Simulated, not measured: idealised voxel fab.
Process module under the name voxel released beams
It is cross-section cut that appears here, measuring 245 nm in width, its square cells being 5 nm in size.
Throughout this document, each cross-section is represented as a grid of square cells and is presented as a sequence of bands enumerated from the top downward, where a band comprises one or more rows of cells.
Top, bottom (nm), then materials left to right with widths (nm); lone material tagged "full width" fills the whole band edge to edge; "empty" = empty space.
Convention: height 0 is the level below which the wafer, as received, is all one material. The lowest band does not terminate at the bottom but continues downward, represented as "0 and below".
Read "30 to 40" as a graded width: first number on top, second number at the bottom, same change between each pair of neighbouring rows.
"nothing changed" means the step left every cell of the cross-section as it was.
This entry, "Closed void listing", enumerates those empty regions of no fewer than 8 cells that possess no open connection to the top. Each region is reported in the form width x height at distance, the distance being taken from the left edge, with all three quantities expressed in nm.
Formally, on a step line, whatever follows the settings is a remark that the simulator itself makes on the step.
You can add "overlay nm" to a step's line. For a step with a mask, it describes how far the mask lay to the right of its planned position, and a negative number describes a lay to the left.
-- The following list gives the planned process steps
1,RECEIVE: material Si
2,CONFORMAL_DEP: material Al2O3, thk nm 5
3,DIRECTIONAL_DEP: material SiO2, thk nm 15
4,PATTERN: tone open, mask id ANCHOR, material resist, width nm 45, thk nm 15, overlay nm 0
5,DIRECTIONAL_ETCH: etch materials SiO2, depth nm 15
6,STRIP: etch materials resist
7,CONFORMAL_DEP: material W, thk nm 15
8,PATTERN: tone cover, mask id BEAM, material resist, width nm 105, thk nm 20, overlay nm 0
9,DIRECTIONAL_ETCH: etch materials W, depth nm 15
10,STRIP: etch materials resist
11,STRIP: etch materials SiO2
-- Cross-section, incoming material, after step 1
0 and below: Si full width
Closed void listing: none
-- One mistake in running the module, otherwise start and plan as above: cross-section at the end
50 down to 35: 65 of empty / 105 of W / 75 of empty
35 down to 20: W full width
20 down to 5: 70 of SiO2 / 45 of W / 130 of SiO2
5 down to 0: Al2O3 full width
0 and below: Si full width
Closed void listing: none
What was done differently from what was planned? plan step 7 was conducted twice
